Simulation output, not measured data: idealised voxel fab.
process module | voxel wiring stack
cross-section cut | 265 nm wide | cells 5 nm
A cross-section is a grid of square cells, given in bands from the top down. A band is one or more rows of cells.
Each band's line starts with the height of the band's top and of its bottom, in nm. Then come its materials from left to right, each with its width in nm. One material with "throughout" fills the band from edge to edge. "air" is empty space.
Height 0 is the level under which the wafer as received is all one material. The lowest band goes on downwards, as in "0 down".
A width such as "30 to 40" changes by the same amount from each row of cells to the next, from the band's top row to its bottom row.
"no change" after a step means that no cell of the cross-section changed.
closed voids: empty space of 8 cells or more with no open way to the top, each as width x height at its distance from the left edge, in nm
after a step's settings: what the simulator itself notes on the step
overlay nm, on a step with a mask: how far to the right of its planned place the mask lay; to the left if negative
Each pair below shows a cross-section before one step and the cross-section after it, down to the lowest band that changed. The line under each pair gives the step between them, with its settings. The pairs can come from different runs of this module on the same starting wafer, so a pair continues from the pair above only where its "before" says so.
before
  90 to 70: air 100 | W 20 | air 20 | W 20 | air 105
  70 to 65: air 100 | TiN 20 | air 20 | TiN 20 | air 105
  65 to 60: SiCN 100 | TiN 15 | SiCN 25 | TiN 15 | SiCN 110
  60 to 55: SiCN 95 | SiO2 30 | SiCN 10 | SiO2 30 | SiCN 100
  55 to 40: SiO2 throughout
  40 to 35: SiO2 95 | Ru 30 | SiO2 10 | Ru 30 | SiO2 100
  35 to 20: SiO2 100 | TiN 5 | Ru 10 | TiN 5 | SiO2 20 | TiN 5 | Ru 10 | TiN 5 | SiO2 105
  20 to 15: SiN 100 | TiN 20 | SiN 20 | TiN 20 | SiN 105
  15 to 0: SiO2 throughout
  0 down: Si throughout
  closed voids: none
after
  95 to 90: air 95 | SiN 30 | air 10 | SiN 30 | air 100
  90 to 70: air 95 | SiN 5 | W 20 | SiN 5 | air 10 | SiN 5 | W 20 | SiN 5 | air 100
  70 to 65: SiN 100 | TiN 20 | SiN 20 | TiN 20 | SiN 105
  below 65: unchanged
  closed voids: none
the step between: op CONFORMAL_DEP | material SiN | thk nm 5
before: the cross-section after the pair above
after
  100 to 95: SiO2 throughout
  95 to 90: SiO2 95 | SiN 30 | SiO2 10 | SiN 30 | SiO2 100
  90 to 70: SiO2 95 | SiN 5 | W 20 | SiN 5 | SiO2 10 | SiN 5 | W 20 | SiN 5 | SiO2 100
  below 70: unchanged
  closed voids: none
the step between: op FILL_DEP | material SiO2 | thk nm 5
before: the cross-section after the pair above
after
  90 to 70: SiO2 95 | SiN 5 | W 20 | SiN 5 | SiO2 10 | SiN 5 | W 20 | SiN 5 | SiO2 100
  below 70: unchanged
  closed voids: none
the step between: op CMP | height nm 90
before: the cross-section after the pair above
after
  95 to 90: SiCN throughout
  below 90: unchanged
  closed voids: none
the step between: op CONFORMAL_DEP | material SiCN | thk nm 5
before: the cross-section after the pair above
after
  125 to 95: SiO2 throughout
  below 95: unchanged
  closed voids: none
the step between: op DIRECTIONAL_DEP | material SiO2 | thk nm 30
before: the cross-section after the pair above
after
  140 to 125: resist 100 | air 20 | resist 20 | air 20 | resist 105
  below 125: unchanged
  closed voids: none
the step between: op PATTERN | tone open | mask id METAL_3 | material resist | width nm 20 | pitch nm 40 | thk nm 15 | overlay nm 0
before: the cross-section after the pair above
after
  140 to 125: resist 100 | air 20 | resist 20 | air 20 | resist 105
  125 to 110: SiO2 100 | air 20 | SiO2 20 | air 20 | SiO2 105
  below 110: unchanged
  closed voids: none
the step between: op DIRECTIONAL_ETCH | etch materials SiO2 | depth nm 15
before: the cross-section after the pair above
after
  125 to 110: SiO2 100 | air 20 | SiO2 20 | air 20 | SiO2 105
  below 110: unchanged
  closed voids: none
the step between: op STRIP | etch materials resist
before: the cross-section after the pair above
after
  140 to 125: resist 100 | air 15 | resist 25 | air 15 | resist 110
  125 to 110: SiO2 100 | air 15 | resist 5 | SiO2 20 | air 15 | resist 5 | SiO2 105
  below 110: unchanged
  closed voids: none
the step between: op PATTERN | tone open | mask id METAL_3_HOLES | material resist | width nm 15 | pitch nm 40 | thk nm 15 | overlay nm 0
before: the cross-section after the pair above
after
  140 to 125: resist 100 | air 15 | resist 25 | air 15 | resist 110
  125 to 110: SiO2 100 | air 15 | resist 5 | SiO2 20 | air 15 | resist 5 | SiO2 105
  110 to 95: SiO2 100 | air 15 | SiO2 25 | air 15 | SiO2 110
  below 95: unchanged
  closed voids: none
the step between: op DIRECTIONAL_ETCH | etch materials SiO2 | depth nm 15
before: the cross-section after the pair above
after
  140 to 125: resist 100 | air 15 | resist 25 | air 15 | resist 110
  125 to 110: SiO2 100 | air 15 | resist 5 | SiO2 20 | air 15 | resist 5 | SiO2 105
  110 to 95: SiO2 100 | air 15 | SiO2 25 | air 15 | SiO2 110
  95 to 90: SiCN 100 | air 15 | SiCN 25 | air 15 | SiCN 110
  below 90: unchanged
  closed voids: none
the step between: op DIRECTIONAL_ETCH | etch materials SiCN | depth nm 5
before: the cross-section after the pair above
after
  125 to 110: SiO2 100 | air 20 | SiO2 20 | air 20 | SiO2 105
  below 110: unchanged
  closed voids: none
the step between: op STRIP | etch materials resist
before: the cross-section after the pair above
after
  130 to 125: TiN 105 | air 10 | TiN 30 | air 10 | TiN 110
  125 to 115: SiO2 100 | TiN 5 | air 10 | TiN 5 | SiO2 20 | TiN 5 | air 10 | TiN 5 | SiO2 105
  115 to 110: SiO2 100 | TiN 5 | air 5 | TiN 10 | SiO2 20 | TiN 5 | air 5 | TiN 10 | SiO2 105
  110 to 95: SiO2 100 | TiN 5 | air 5 | TiN 5 | SiO2 25 | TiN 5 | air 5 | TiN 5 | SiO2 110
  95 to 90: SiCN 100 | TiN 15 | SiCN 25 | TiN 15 | SiCN 110
  below 90: unchanged
  closed voids: none
the step between: op CONFORMAL_DEP | material TiN | thk nm 5
before: the cross-section after the pair above
after
  135 to 130: Cu throughout
  130 to 125: TiN 105 | Cu 10 | TiN 30 | Cu 10 | TiN 110
  125 to 115: SiO2 100 | TiN 5 | Cu 10 | TiN 5 | SiO2 20 | TiN 5 | Cu 10 | TiN 5 | SiO2 105
  115 to 110: SiO2 100 | TiN 5 | Cu 5 | TiN 10 | SiO2 20 | TiN 5 | Cu 5 | TiN 10 | SiO2 105
  110 to 95: SiO2 100 | TiN 5 | Cu 5 | TiN 5 | SiO2 25 | TiN 5 | Cu 5 | TiN 5 | SiO2 110
  below 95: unchanged
  closed voids: none
the step between: op FILL_DEP | material Cu | thk nm 5
before: the cross-section after the pair above
after
  125 to 115: SiO2 100 | TiN 5 | Cu 10 | TiN 5 | SiO2 20 | TiN 5 | Cu 10 | TiN 5 | SiO2 105
  below 115: unchanged
  closed voids: none
the step between: op CMP | height nm 125
before: the cross-section after the pair above
after
  130 to 125: SiN throughout
  below 125: unchanged
  closed voids: none
the step between: op CONFORMAL_DEP | material SiN | thk nm 5
before
  45 to 40: SiCN throughout
  40 to 35: SiCN 95 | Ru 30 | SiCN 10 | Ru 30 | SiCN 100
  35 to 20: SiO2 100 | TiN 5 | Ru 10 | TiN 5 | SiO2 20 | TiN 5 | Ru 10 | TiN 5 | SiO2 105
  20 to 15: SiN 100 | TiN 20 | SiN 20 | TiN 20 | SiN 105
  15 to 0: SiO2 throughout
  0 down: Si throughout
  closed voids: none
after
  60 to 45: SiO2 throughout
  below 45: unchanged
  closed voids: none
the step between: op DIRECTIONAL_DEP | material SiO2 | thk nm 15
before: the cross-section after the pair above
after
  80 to 60: resist 100 | air 15 | resist 25 | air 15 | resist 110
  below 60: unchanged
  closed voids: none
the step between: op PATTERN | tone open | mask id PLUG_1 | material resist | width nm 15 | pitch nm 40 | thk nm 20 | overlay nm 0
before: the cross-section after the pair above
after
  80 to 60: resist 100 | air 15 | resist 25 | air 15 | resist 110
  60 to 45: SiO2 100 | air 15 | SiO2 25 | air 15 | SiO2 110
  below 45: unchanged
  closed voids: none
the step between: op DIRECTIONAL_ETCH | etch materials SiO2 | depth nm 20
before: the cross-section after the pair above
after
  80 to 60: resist 100 | air 15 | resist 25 | air 15 | resist 110
  60 to 45: SiO2 100 | air 15 | SiO2 25 | air 15 | SiO2 110
  45 to 40: SiCN 100 | air 15 | SiCN 25 | air 15 | SiCN 110
  below 40: unchanged
  closed voids: none
the step between: op DIRECTIONAL_ETCH | etch materials SiCN | depth nm 5
before: the cross-section after the pair above
after
  60 to 45: SiO2 100 | air 15 | SiO2 25 | air 15 | SiO2 110
  below 45: unchanged
  closed voids: none
the step between: op STRIP | etch materials resist
before: the cross-section after the pair above
after
  65 to 60: TiN 105 | air 5 | TiN 35 | air 5 | TiN 115
  60 to 45: SiO2 100 | TiN 5 | air 5 | TiN 5 | SiO2 25 | TiN 5 | air 5 | TiN 5 | SiO2 110
  45 to 40: SiCN 100 | TiN 15 | SiCN 25 | TiN 15 | SiCN 110
  below 40: unchanged
  closed voids: none
the step between: op CONFORMAL_DEP | material TiN | thk nm 5
before: the cross-section after the pair above
after
  75 to 65: W throughout
  65 to 60: TiN 105 | W 5 | TiN 35 | W 5 | TiN 115
  60 to 45: SiO2 100 | TiN 5 | W 5 | TiN 5 | SiO2 25 | TiN 5 | W 5 | TiN 5 | SiO2 110
  below 45: unchanged
  closed voids: none
the step between: op FILL_DEP | material W | thk nm 10
before: the cross-section after the pair above
after
  65 to 60: TiN 105 | W 5 | TiN 35 | W 5 | TiN 115
  below 60: unchanged
  closed voids: none
the step between: op CMP | height nm 65
before: the cross-section after the pair above
after
  70 to 65: TiN throughout
  below 65: unchanged
  closed voids: none
the step between: op DIRECTIONAL_DEP | material TiN | thk nm 5
before: the cross-section after the pair above
after
  90 to 70: W throughout
  below 70: unchanged
  closed voids: none
the step between: op DIRECTIONAL_DEP | material W | thk nm 20
before: the cross-section after the pair above
after
  90 to 70: air 100 | W 20 | air 20 | W 20 | air 105
  below 70: unchanged
  closed voids: none
the step between: op MASKED_ETCH | tone cover | mask id METAL_2 | width nm 20 | pitch nm 40 | etch materials W | depth nm 20 | overlay nm 0
before: the cross-section after the pair above
after
  90 to 70: air 100 | W 20 | air 20 | W 20 | air 105
  70 to 65: air 100 | TiN 20 | air 20 | TiN 20 | air 105
  below 65: unchanged
  closed voids: none
the step between: op MASKED_ETCH | tone cover | mask id METAL_2 | width nm 20 | pitch nm 40 | etch materials TiN | depth nm 5 | overlay nm 0
before: the cross-section after the pair above
after
  95 to 90: air 95 | SiN 30 | air 10 | SiN 30 | air 100
  90 to 70: air 95 | SiN 5 | W 20 | SiN 5 | air 10 | SiN 5 | W 20 | SiN 5 | air 100
  70 to 65: SiN 100 | TiN 20 | SiN 20 | TiN 20 | SiN 105
  below 65: unchanged
  closed voids: none
the step between: op CONFORMAL_DEP | material SiN | thk nm 5
before: the cross-section after the pair above
after
  100 to 95: SiO2 throughout
  95 to 90: SiO2 95 | SiN 30 | SiO2 10 | SiN 30 | SiO2 100
  90 to 70: SiO2 95 | SiN 5 | W 20 | SiN 5 | SiO2 10 | SiN 5 | W 20 | SiN 5 | SiO2 100
  below 70: unchanged
  closed voids: none
the step between: op FILL_DEP | material SiO2 | thk nm 5
before: the cross-section after the pair above
after
  90 to 70: SiO2 95 | SiN 5 | W 20 | SiN 5 | SiO2 10 | SiN 5 | W 20 | SiN 5 | SiO2 100
  below 70: unchanged
  closed voids: none
the step between: op CMP | height nm 90
before: the cross-section after the pair above
after
  95 to 90: SiCN throughout
  below 90: unchanged
  closed voids: none
the step between: op CONFORMAL_DEP | material SiCN | thk nm 5
before: the cross-section after the pair above
after
  125 to 95: SiO2 throughout
  below 95: unchanged
  closed voids: none
the step between: op DIRECTIONAL_DEP | material SiO2 | thk nm 30
before: the cross-section after the pair above
after
  140 to 125: resist 100 | air 20 | resist 20 | air 20 | resist 105
  below 125: unchanged
  closed voids: none
the step between: op PATTERN | tone open | mask id METAL_3 | material resist | width nm 20 | pitch nm 40 | thk nm 15 | overlay nm 0
before: the cross-section after the pair above
after
  140 to 125: resist 100 | air 20 | resist 20 | air 20 | resist 105
  125 to 110: SiO2 100 | air 20 | SiO2 20 | air 20 | SiO2 105
  below 110: unchanged
  closed voids: none
the step between: op DIRECTIONAL_ETCH | etch materials SiO2 | depth nm 15
before: the cross-section after the pair above
after
  125 to 110: SiO2 100 | air 20 | SiO2 20 | air 20 | SiO2 105
  below 110: unchanged
  closed voids: none
the step between: op STRIP | etch materials resist
before: the cross-section after the pair above
after
  140 to 125: resist 100 | air 15 | resist 25 | air 15 | resist 110
  125 to 110: SiO2 100 | air 15 | resist 5 | SiO2 20 | air 15 | resist 5 | SiO2 105
  below 110: unchanged
  closed voids: none
the step between: op PATTERN | tone open | mask id METAL_3_HOLES | material resist | width nm 15 | pitch nm 40 | thk nm 15 | overlay nm 0
before: the cross-section after the pair above
after
  140 to 125: resist 100 | air 15 | resist 25 | air 15 | resist 110
  125 to 110: SiO2 100 | air 15 | resist 5 | SiO2 20 | air 15 | resist 5 | SiO2 105
  110 to 95: SiO2 100 | air 15 | SiO2 25 | air 15 | SiO2 110
  below 95: unchanged
  closed voids: none
the step between: op DIRECTIONAL_ETCH | etch materials SiO2 | depth nm 15
before: the cross-section after the pair above
after
  140 to 125: resist 100 | air 15 | resist 25 | air 15 | resist 110
  125 to 110: SiO2 100 | air 15 | resist 5 | SiO2 20 | air 15 | resist 5 | SiO2 105
  110 to 95: SiO2 100 | air 15 | SiO2 25 | air 15 | SiO2 110
  95 to 90: SiCN 100 | air 15 | SiCN 25 | air 15 | SiCN 110
  below 90: unchanged
  closed voids: none
the step between: op DIRECTIONAL_ETCH | etch materials SiCN | depth nm 5
before: the cross-section after the pair above
after
  125 to 110: SiO2 100 | air 20 | SiO2 20 | air 20 | SiO2 105
  below 110: unchanged
  closed voids: none
the step between: op STRIP | etch materials resist
before: the cross-section after the pair above
after
  130 to 125: TiN 105 | air 10 | TiN 30 | air 10 | TiN 110
  125 to 115: SiO2 100 | TiN 5 | air 10 | TiN 5 | SiO2 20 | TiN 5 | air 10 | TiN 5 | SiO2 105
  115 to 110: SiO2 100 | TiN 5 | air 5 | TiN 10 | SiO2 20 | TiN 5 | air 5 | TiN 10 | SiO2 105
  110 to 95: SiO2 100 | TiN 5 | air 5 | TiN 5 | SiO2 25 | TiN 5 | air 5 | TiN 5 | SiO2 110
  95 to 90: SiCN 100 | TiN 15 | SiCN 25 | TiN 15 | SiCN 110
  below 90: unchanged
  closed voids: none
the step between: op CONFORMAL_DEP | material TiN | thk nm 5
before: the cross-section after the pair above
after
  135 to 130: Cu throughout
  130 to 125: TiN 105 | Cu 10 | TiN 30 | Cu 10 | TiN 110
  125 to 115: SiO2 100 | TiN 5 | Cu 10 | TiN 5 | SiO2 20 | TiN 5 | Cu 10 | TiN 5 | SiO2 105
  115 to 110: SiO2 100 | TiN 5 | Cu 5 | TiN 10 | SiO2 20 | TiN 5 | Cu 5 | TiN 10 | SiO2 105
  110 to 95: SiO2 100 | TiN 5 | Cu 5 | TiN 5 | SiO2 25 | TiN 5 | Cu 5 | TiN 5 | SiO2 110
  below 95: unchanged
  closed voids: none
the step between: op FILL_DEP | material Cu | thk nm 5
before: the cross-section after the pair above
after
  125 to 115: SiO2 100 | TiN 5 | Cu 10 | TiN 5 | SiO2 20 | TiN 5 | Cu 10 | TiN 5 | SiO2 105
  below 115: unchanged
  closed voids: none
the step between: op CMP | height nm 125
before: the cross-section after the pair above
after
  130 to 125: SiN throughout
  below 125: unchanged
  closed voids: none
the step between: op CONFORMAL_DEP | material SiN | thk nm 5
before
  65 to 45: SiO2 throughout
  45 to 40: SiCN throughout
  40 to 35: SiCN 95 | Ru 30 | SiCN 10 | Ru 30 | SiCN 100
  35 to 20: SiO2 100 | TiN 5 | Ru 10 | TiN 5 | SiO2 20 | TiN 5 | Ru 10 | TiN 5 | SiO2 105
  20 to 15: SiN 100 | TiN 20 | SiN 20 | TiN 20 | SiN 105
  15 to 0: SiO2 throughout
  0 down: Si throughout
  closed voids: none
after
  85 to 65: resist 95 | air 25 | resist 15 | air 25 | resist 105
  below 65: unchanged
  closed voids: none
the step between: op PATTERN | tone open | mask id PLUG_1 | material resist | width nm 25 | pitch nm 40 | thk nm 20 | overlay nm 0
before: the cross-section after the pair above
after
  85 to 65: resist 95 | air 25 | resist 15 | air 25 | resist 105
  65 to 45: SiO2 95 | air 25 | SiO2 15 | air 25 | SiO2 105
  below 45: unchanged
  closed voids: none
the step between: op DIRECTIONAL_ETCH | etch materials SiO2 | depth nm 20
before: the cross-section after the pair above
after
  85 to 65: resist 95 | air 25 | resist 15 | air 25 | resist 105
  65 to 45: SiO2 95 | air 25 | SiO2 15 | air 25 | SiO2 105
  45 to 40: SiCN 95 | air 25 | SiCN 15 | air 25 | SiCN 105
  below 40: unchanged
  closed voids: none
the step between: op DIRECTIONAL_ETCH | etch materials SiCN | depth nm 5
before: the cross-section after the pair above
after
  65 to 45: SiO2 95 | air 25 | SiO2 15 | air 25 | SiO2 105
  below 45: unchanged
  closed voids: none
the step between: op STRIP | etch materials resist
before: the cross-section after the pair above
after
  70 to 65: TiN 100 | air 15 | TiN 25 | air 15 | TiN 110
  65 to 45: SiO2 95 | TiN 5 | air 15 | TiN 5 | SiO2 15 | TiN 5 | air 15 | TiN 5 | SiO2 105
  45 to 40: SiCN 95 | TiN 25 | SiCN 15 | TiN 25 | SiCN 105
  below 40: unchanged
  closed voids: none
the step between: op CONFORMAL_DEP | material TiN | thk nm 5
before: the cross-section after the pair above
after
  80 to 70: W throughout
  70 to 65: TiN 100 | W 15 | TiN 25 | W 15 | TiN 110
  65 to 45: SiO2 95 | TiN 5 | W 15 | TiN 5 | SiO2 15 | TiN 5 | W 15 | TiN 5 | SiO2 105
  below 45: unchanged
  closed voids: none
the step between: op FILL_DEP | material W | thk nm 10
before: the cross-section after the pair above
after
  65 to 45: SiO2 95 | TiN 5 | W 15 | TiN 5 | SiO2 15 | TiN 5 | W 15 | TiN 5 | SiO2 105
  below 45: unchanged
  closed voids: none
the step between: op CMP | height nm 65
before: the cross-section after the pair above
after
  70 to 65: TiN throughout
  below 65: unchanged
  closed voids: none
the step between: op DIRECTIONAL_DEP | material TiN | thk nm 5
before: the cross-section after the pair above
after
  90 to 70: W throughout
  below 70: unchanged
  closed voids: none
the step between: op DIRECTIONAL_DEP | material W | thk nm 20
before: the cross-section after the pair above
after
  90 to 70: air 100 | W 20 | air 20 | W 20 | air 105
  below 70: unchanged
  closed voids: none
the step between: op MASKED_ETCH | tone cover | mask id METAL_2 | width nm 20 | pitch nm 40 | etch materials W | depth nm 20 | overlay nm 0
before: the cross-section after the pair above
after
  90 to 70: air 100 | W 20 | air 20 | W 20 | air 105
  70 to 65: air 100 | TiN 20 | air 20 | TiN 20 | air 105
  below 65: unchanged
  closed voids: none
the step between: op MASKED_ETCH | tone cover | mask id METAL_2 | width nm 20 | pitch nm 40 | etch materials TiN | depth nm 5 | overlay nm 0
before: the cross-section after the pair above
after
  95 to 90: air 95 | SiN 30 | air 10 | SiN 30 | air 100
  90 to 70: air 95 | SiN 5 | W 20 | SiN 5 | air 10 | SiN 5 | W 20 | SiN 5 | air 100
  70 to 65: SiN 100 | TiN 20 | SiN 20 | TiN 20 | SiN 105
  below 65: unchanged
  closed voids: none
the step between: op CONFORMAL_DEP | material SiN | thk nm 5
before: the cross-section after the pair above
after
  100 to 95: SiO2 throughout
  95 to 90: SiO2 95 | SiN 30 | SiO2 10 | SiN 30 | SiO2 100
  90 to 70: SiO2 95 | SiN 5 | W 20 | SiN 5 | SiO2 10 | SiN 5 | W 20 | SiN 5 | SiO2 100
  below 70: unchanged
  closed voids: none
the step between: op FILL_DEP | material SiO2 | thk nm 5
before: the cross-section after the pair above
after
  90 to 70: SiO2 95 | SiN 5 | W 20 | SiN 5 | SiO2 10 | SiN 5 | W 20 | SiN 5 | SiO2 100
  below 70: unchanged
  closed voids: none
the step between: op CMP | height nm 90
before: the cross-section after the pair above
after
  95 to 90: SiCN throughout
  below 90: unchanged
  closed voids: none
the step between: op CONFORMAL_DEP | material SiCN | thk nm 5
before: the cross-section after the pair above
after
  125 to 95: SiO2 throughout
  below 95: unchanged
  closed voids: none
the step between: op DIRECTIONAL_DEP | material SiO2 | thk nm 30
before: the cross-section after the pair above
after
  140 to 125: resist 100 | air 20 | resist 20 | air 20 | resist 105
  below 125: unchanged
  closed voids: none
the step between: op PATTERN | tone open | mask id METAL_3 | material resist | width nm 20 | pitch nm 40 | thk nm 15 | overlay nm 0
before: the cross-section after the pair above
after
  140 to 125: resist 100 | air 20 | resist 20 | air 20 | resist 105
  125 to 110: SiO2 100 | air 20 | SiO2 20 | air 20 | SiO2 105
  below 110: unchanged
  closed voids: none
the step between: op DIRECTIONAL_ETCH | etch materials SiO2 | depth nm 15
before: the cross-section after the pair above
after
  125 to 110: SiO2 100 | air 20 | SiO2 20 | air 20 | SiO2 105
  below 110: unchanged
  closed voids: none
the step between: op STRIP | etch materials resist
before: the cross-section after the pair above
after
  140 to 125: resist 100 | air 15 | resist 25 | air 15 | resist 110
  125 to 110: SiO2 100 | air 15 | resist 5 | SiO2 20 | air 15 | resist 5 | SiO2 105
  below 110: unchanged
  closed voids: none
the step between: op PATTERN | tone open | mask id METAL_3_HOLES | material resist | width nm 15 | pitch nm 40 | thk nm 15 | overlay nm 0
before: the cross-section after the pair above
after
  140 to 125: resist 100 | air 15 | resist 25 | air 15 | resist 110
  125 to 110: SiO2 100 | air 15 | resist 5 | SiO2 20 | air 15 | resist 5 | SiO2 105
  110 to 95: SiO2 100 | air 15 | SiO2 25 | air 15 | SiO2 110
  below 95: unchanged
  closed voids: none
the step between: op DIRECTIONAL_ETCH | etch materials SiO2 | depth nm 15
before: the cross-section after the pair above
after
  140 to 125: resist 100 | air 15 | resist 25 | air 15 | resist 110
  125 to 110: SiO2 100 | air 15 | resist 5 | SiO2 20 | air 15 | resist 5 | SiO2 105
  110 to 95: SiO2 100 | air 15 | SiO2 25 | air 15 | SiO2 110
  95 to 90: SiCN 100 | air 15 | SiCN 25 | air 15 | SiCN 110
  below 90: unchanged
  closed voids: none
the step between: op DIRECTIONAL_ETCH | etch materials SiCN | depth nm 5
before: the cross-section after the pair above
after
  125 to 110: SiO2 100 | air 20 | SiO2 20 | air 20 | SiO2 105
  below 110: unchanged
  closed voids: none
the step between: op STRIP | etch materials resist
before: the cross-section after the pair above
after
  130 to 125: TiN 105 | air 10 | TiN 30 | air 10 | TiN 110
  125 to 115: SiO2 100 | TiN 5 | air 10 | TiN 5 | SiO2 20 | TiN 5 | air 10 | TiN 5 | SiO2 105
  115 to 110: SiO2 100 | TiN 5 | air 5 | TiN 10 | SiO2 20 | TiN 5 | air 5 | TiN 10 | SiO2 105
  110 to 95: SiO2 100 | TiN 5 | air 5 | TiN 5 | SiO2 25 | TiN 5 | air 5 | TiN 5 | SiO2 110
  95 to 90: SiCN 100 | TiN 15 | SiCN 25 | TiN 15 | SiCN 110
  below 90: unchanged
  closed voids: none
the step between: op CONFORMAL_DEP | material TiN | thk nm 5
before: the cross-section after the pair above
after
  135 to 130: Cu throughout
  130 to 125: TiN 105 | Cu 10 | TiN 30 | Cu 10 | TiN 110
  125 to 115: SiO2 100 | TiN 5 | Cu 10 | TiN 5 | SiO2 20 | TiN 5 | Cu 10 | TiN 5 | SiO2 105
  115 to 110: SiO2 100 | TiN 5 | Cu 5 | TiN 10 | SiO2 20 | TiN 5 | Cu 5 | TiN 10 | SiO2 105
  110 to 95: SiO2 100 | TiN 5 | Cu 5 | TiN 5 | SiO2 25 | TiN 5 | Cu 5 | TiN 5 | SiO2 110
  below 95: unchanged
  closed voids: none
the step between: op FILL_DEP | material Cu | thk nm 5
before: the cross-section after the pair above
after
  125 to 115: SiO2 100 | TiN 5 | Cu 10 | TiN 5 | SiO2 20 | TiN 5 | Cu 10 | TiN 5 | SiO2 105
  below 115: unchanged
  closed voids: none
the step between: op CMP | height nm 125
before: the cross-section after the pair above
after
  130 to 125: SiN throughout
  below 125: unchanged
  closed voids: none
the step between: op CONFORMAL_DEP | material SiN | thk nm 5
before
  125 to 110: SiO2 100 | air 20 | SiO2 20 | air 20 | SiO2 105
  110 to 95: SiO2 throughout
  95 to 90: SiCN throughout
  90 to 70: SiO2 95 | SiN 5 | W 20 | SiN 5 | SiO2 10 | SiN 5 | W 20 | SiN 5 | SiO2 100
  70 to 65: SiN 100 | TiN 20 | SiN 20 | TiN 20 | SiN 105
  65 to 45: SiO2 100 | TiN 5 | W 5 | TiN 5 | SiO2 25 | TiN 5 | W 5 | TiN 5 | SiO2 110
  45 to 40: SiCN 100 | TiN 15 | SiCN 25 | TiN 15 | SiCN 110
  40 to 35: SiCN 95 | Ru 30 | SiCN 10 | Ru 30 | SiCN 100
  35 to 20: SiO2 100 | TiN 5 | Ru 10 | TiN 5 | SiO2 20 | TiN 5 | Ru 10 | TiN 5 | SiO2 105
  20 to 15: SiN 100 | TiN 20 | SiN 20 | TiN 20 | SiN 105
  15 to 0: SiO2 throughout
  0 down: Si throughout
  closed voids: none
after
  140 to 125: resist 95 | air 15 | resist 25 | air 15 | resist 115
  125 to 110: SiO2 100 | air 10 | resist 10 | SiO2 20 | air 10 | resist 10 | SiO2 105
  below 110: unchanged
  closed voids: none
the step between: op PATTERN | tone open | mask id METAL_3_HOLES | material resist | width nm 15 | pitch nm 40 | thk nm 15 | overlay nm -5
before: the cross-section after the pair above
after
  140 to 125: resist 95 | air 15 | resist 25 | air 15 | resist 115
  125 to 110: SiO2 95 | air 15 | resist 10 | SiO2 15 | air 15 | resist 10 | SiO2 105
  110 to 95: SiO2 100 | air 10 | SiO2 30 | air 10 | SiO2 115
  below 95: unchanged
  closed voids: none
the step between: op DIRECTIONAL_ETCH | etch materials SiO2 | depth nm 15
before: the cross-section after the pair above
after
  140 to 125: resist 95 | air 15 | resist 25 | air 15 | resist 115
  125 to 110: SiO2 95 | air 15 | resist 10 | SiO2 15 | air 15 | resist 10 | SiO2 105
  110 to 95: SiO2 100 | air 10 | SiO2 30 | air 10 | SiO2 115
  95 to 90: SiCN 100 | air 10 | SiCN 30 | air 10 | SiCN 115
  below 90: unchanged
  closed voids: none
the step between: op DIRECTIONAL_ETCH | etch materials SiCN | depth nm 5
before: the cross-section after the pair above
after
  125 to 110: SiO2 95 | air 25 | SiO2 15 | air 25 | SiO2 105
  below 110: unchanged
  closed voids: none
the step between: op STRIP | etch materials resist
before: the cross-section after the pair above
after
  130 to 125: TiN 100 | air 15 | TiN 25 | air 15 | TiN 110
  125 to 115: SiO2 95 | TiN 5 | air 15 | TiN 5 | SiO2 15 | TiN 5 | air 15 | TiN 5 | SiO2 105
  115 to 110: SiO2 95 | TiN 25 | SiO2 15 | TiN 25 | SiO2 105
  110 to 95: SiO2 100 | TiN 10 | SiO2 30 | TiN 10 | SiO2 115
  95 to 90: SiCN 100 | TiN 10 | SiCN 30 | TiN 10 | SiCN 115
  below 90: unchanged
  closed voids: none
the step between: op CONFORMAL_DEP | material TiN | thk nm 5
before: the cross-section after the pair above
after
  135 to 130: Cu throughout
  130 to 125: TiN 100 | Cu 15 | TiN 25 | Cu 15 | TiN 110
  125 to 115: SiO2 95 | TiN 5 | Cu 15 | TiN 5 | SiO2 15 | TiN 5 | Cu 15 | TiN 5 | SiO2 105
  below 115: unchanged
  closed voids: none
the step between: op FILL_DEP | material Cu | thk nm 5
before: the cross-section after the pair above
after
  125 to 115: SiO2 95 | TiN 5 | Cu 15 | TiN 5 | SiO2 15 | TiN 5 | Cu 15 | TiN 5 | SiO2 105
  below 115: unchanged
  closed voids: none
the step between: op CMP | height nm 125
before: the cross-section after the pair above
after
  130 to 125: SiN throughout
  below 125: unchanged
  closed voids: none
the step between: op CONFORMAL_DEP | material SiN | thk nm 5
before
  45 to 40: SiCN throughout
  40 to 35: SiCN 95 | Ru 30 | SiCN 10 | Ru 30 | SiCN 100
  35 to 20: SiO2 100 | TiN 5 | Ru 10 | TiN 5 | SiO2 20 | TiN 5 | Ru 10 | TiN 5 | SiO2 105
  20 to 15: SiN 100 | TiN 20 | SiN 20 | TiN 20 | SiN 105
  15 to 0: SiO2 throughout
  0 down: Si throughout
  closed voids: none
after
  65 to 45: SiN throughout
  below 45: unchanged
  closed voids: none
the step between: op DIRECTIONAL_DEP | material SiN | thk nm 20
before: the cross-section after the pair above
after
  85 to 65: resist 100 | air 15 | resist 25 | air 15 | resist 110
  below 65: unchanged
  closed voids: none
the step between: op PATTERN | tone open | mask id PLUG_1 | material resist | width nm 15 | pitch nm 40 | thk nm 20 | overlay nm 0
before: the cross-section after the pair above
after
  65 to 45: SiN throughout
  below 45: unchanged
  closed voids: none
the step between: op STRIP | etch materials resist
before: the cross-section after the pair above
after
  70 to 65: TiN throughout
  below 65: unchanged
  closed voids: none
the step between: op CONFORMAL_DEP | material TiN | thk nm 5
before: the cross-section after the pair above
after
  80 to 70: W throughout
  below 70: unchanged
  closed voids: none
the step between: op FILL_DEP | material W | thk nm 10
before: the cross-section after the pair above
after
  65 to 45: SiN throughout
  below 45: unchanged
  closed voids: none
the step between: op CMP | height nm 65
before: the cross-section after the pair above
after
  70 to 65: TiN throughout
  below 65: unchanged
  closed voids: none
the step between: op DIRECTIONAL_DEP | material TiN | thk nm 5
before: the cross-section after the pair above
after
  90 to 70: W throughout
  below 70: unchanged
  closed voids: none
the step between: op DIRECTIONAL_DEP | material W | thk nm 20
before: the cross-section after the pair above
after
  90 to 70: air 100 | W 20 | air 20 | W 20 | air 105
  below 70: unchanged
  closed voids: none
the step between: op MASKED_ETCH | tone cover | mask id METAL_2 | width nm 20 | pitch nm 40 | etch materials W | depth nm 20 | overlay nm 0
before: the cross-section after the pair above
after
  90 to 70: air 100 | W 20 | air 20 | W 20 | air 105
  70 to 65: air 100 | TiN 20 | air 20 | TiN 20 | air 105
  below 65: unchanged
  closed voids: none
the step between: op MASKED_ETCH | tone cover | mask id METAL_2 | width nm 20 | pitch nm 40 | etch materials TiN | depth nm 5 | overlay nm 0
before: the cross-section after the pair above
after
  95 to 90: air 95 | SiN 30 | air 10 | SiN 30 | air 100
  90 to 70: air 95 | SiN 5 | W 20 | SiN 5 | air 10 | SiN 5 | W 20 | SiN 5 | air 100
  70 to 65: SiN 100 | TiN 20 | SiN 20 | TiN 20 | SiN 105
  below 65: unchanged
  closed voids: none
the step between: op CONFORMAL_DEP | material SiN | thk nm 5
